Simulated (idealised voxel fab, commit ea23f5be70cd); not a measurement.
process module | voxel spacer lines
Section shown: cut. Width: 190 nm. Cell size: 5 nm, square.
How to read a cross-section here: the picture is a grid of square cells, written as bands going from the top down, and any band can span one or more rows of cells. It is stipulated that each band's entry specify, in nanometres, the height of the top of the band and then that of its bottom, followed by the materials of the band in left-to-right sequence, each together with its width in nanometres. A single material marked by the word "all across" is understood to fill the band from edge to edge; the word "empty" is understood to denote empty space. The level at which height equals 0 is the one under which the wafer, as it arrives, is entirely one material. No lower edge exists for the bottom band, which continues downward and is notated as in "0 -> down". Note: "30 to 40" means the width goes from the first number (top row of the band) to the second number (bottom row) in equal steps per row of cells. Where a step carries "no modifications", the cross-section came out of it unchanged, cell for cell. "Sealed internal cavities" - sealed voids, min. 8 cells, no opening to top; format: width x height at distance (distance from left edge; nm throughout). Formally, on a step line, whatever follows the settings is a remark that the simulator itself makes on the step. overlay nm: where the mask lay relative to plan, measured to the right, on steps with a mask; negatives go left.

Process steps (planned)
1: RECEIVE | material Si
2: CONFORMAL_DEP | material Al2O3 | thk nm 5
3: DIRECTIONAL_DEP | material TiN | thk nm 15
4: DIRECTIONAL_DEP | material aC | thk nm 20
5: PATTERN | tone cover | mask id MANDREL | material resist | width nm 15 | pitch nm 50 | thk nm 30 | overlay nm 0
6: DIRECTIONAL_ETCH | etch materials aC | depth nm 20
7: STRIP | etch materials resist
8: CONFORMAL_DEP | material SiN | thk nm 10
9: DIRECTIONAL_ETCH | etch materials SiN | depth nm 10
10: STRIP | etch materials aC
11: DIRECTIONAL_ETCH | etch materials TiN | depth nm 15
12: STRIP | etch materials SiN

The first of two wafers, run as planned

Incoming wafer in cross-section (state: after step 1)
* 0 -> down = Si all across
* Sealed internal cavities: none

Cross-section of the wafer subsequent to step 2
* 5 -> 0 = Al2O3 all across
* For the remainder of the cross-section, below 0, there is no change.

Cross-section of the wafer subsequent to step 3
* 20 -> 5 = TiN all across
* For the remainder of the cross-section, below 5, there is no change.

Cross-section of the wafer subsequent to step 4
* 40 -> 20 = aC all across
* For the remainder of the cross-section, below 20, there is no change.

Cross-section of the wafer subsequent to step 5
* 70 -> 40 = empty 60, then resist 15, then empty 35, then resist 15, then empty 65
* For the remainder of the cross-section, below 40, there is no change.

Cross-section of the wafer subsequent to step 6
* 50 -> 40 = empty 60, then resist 15, then empty 35, then resist 15, then empty 65
* 40 -> 20 = empty 60, then aC 15, then empty 35, then aC 15, then empty 65
* For the remainder of the cross-section, below 20, there is no change.

Cross-section of the wafer subsequent to step 7
* 40 -> 20 = empty 60, then aC 15, then empty 35, then aC 15, then empty 65
* For the remainder of the cross-section, below 20, there is no change.

Cross-section of the wafer subsequent to step 8
* 50 -> 40 = empty 50, then SiN 35, then empty 15, then SiN 35, then empty 55
* 40 -> 30 = empty 50, then SiN 10, then aC 15, then SiN 10, then empty 15, then SiN 10, then aC 15, then SiN 10, then empty 55
* 30 -> 20 = SiN 60, then aC 15, then SiN 35, then aC 15, then SiN 65
* For the remainder of the cross-section, below 20, there is no change.

Cross-section of the wafer subsequent to step 9
* 40 -> 20 = empty 50, then SiN 10, then aC 15, then SiN 10, then empty 15, then SiN 10, then aC 15, then SiN 10, then empty 55
* For the remainder of the cross-section, below 20, there is no change.

Cross-section of the wafer subsequent to step 10
* 40 -> 20 = empty 50, then SiN 10, then empty 15, then SiN 10, then empty 15, then SiN 10, then empty 15, then SiN 10, then empty 55
* For the remainder of the cross-section, below 20, there is no change.

Cross-section of the wafer subsequent to step 11
* 40 -> 20 = empty 50, then SiN 10, then empty 15, then SiN 10, then empty 15, then SiN 10, then empty 15, then SiN 10, then empty 55
* 20 -> 5 = empty 50, then TiN 10, then empty 15, then TiN 10, then empty 15, then TiN 10, then empty 15, then TiN 10, then empty 55
* For the remainder of the cross-section, below 5, there is no change.

Cross-section of the wafer subsequent to step 12
* 20 -> 5 = empty 50, then TiN 10, then empty 15, then TiN 10, then empty 15, then TiN 10, then empty 15, then TiN 10, then empty 55
* For the remainder of the cross-section, below 5, there is no change.

Now the other wafer: same start, same recipe, but we messed up one thing when running it. Up to and including step 4 it's the same as the first one

Cross-sectional view of the second wafer at the intended end time of process step 5
* 70 -> 40 = empty 70, then resist 15, then empty 35, then resist 15, then empty 55
* For the remainder of the cross-section, below 40, there is no change.

Cross-sectional view of the second wafer at the intended end time of process step 6
* 50 -> 40 = empty 70, then resist 15, then empty 35, then resist 15, then empty 55
* 40 -> 20 = empty 70, then aC 15, then empty 35, then aC 15, then empty 55
* For the remainder of the cross-section, below 20, there is no change.

Cross-sectional view of the second wafer at the intended end time of process step 7
* 40 -> 20 = empty 70, then aC 15, then empty 35, then aC 15, then empty 55
* For the remainder of the cross-section, below 20, there is no change.

Cross-sectional view of the second wafer at the intended end time of process step 8
* 50 -> 40 = empty 60, then SiN 35, then empty 15, then SiN 35, then empty 45
* 40 -> 30 = empty 60, then SiN 10, then aC 15, then SiN 10, then empty 15, then SiN 10, then aC 15, then SiN 10, then empty 45
* 30 -> 20 = SiN 70, then aC 15, then SiN 35, then aC 15, then SiN 55
* For the remainder of the cross-section, below 20, there is no change.

Cross-sectional view of the second wafer at the intended end time of process step 9
* 40 -> 20 = empty 60, then SiN 10, then aC 15, then SiN 10, then empty 15, then SiN 10, then aC 15, then SiN 10, then empty 45
* For the remainder of the cross-section, below 20, there is no change.

Cross-sectional view of the second wafer at the intended end time of process step 10
* 40 -> 20 = empty 60, then SiN 10, then empty 15, then SiN 10, then empty 15, then SiN 10, then empty 15, then SiN 10, then empty 45
* For the remainder of the cross-section, below 20, there is no change.

Cross-sectional view of the second wafer at the intended end time of process step 11
* 40 -> 20 = empty 60, then SiN 10, then empty 15, then SiN 10, then empty 15, then SiN 10, then empty 15, then SiN 10, then empty 45
* 20 -> 5 = empty 60, then TiN 10, then empty 15, then TiN 10, then empty 15, then TiN 10, then empty 15, then TiN 10, then empty 45
* For the remainder of the cross-section, below 5, there is no change.

Cross-sectional view of the second wafer at the intended end time of process step 12
* 20 -> 5 = empty 60, then TiN 10, then empty 15, then TiN 10, then empty 15, then TiN 10, then empty 15, then TiN 10, then empty 45
* For the remainder of the cross-section, below 5, there is no change.
What was the processing mistake? step 5 off recipe, ran as PATTERN | tone cover | mask id MANDREL | material resist | width nm 15 | pitch nm 50 | thk nm 30 | overlay nm 10
Tallied in cells, the final second wafer holds each material in the same quantity as the first, although not at the same places.
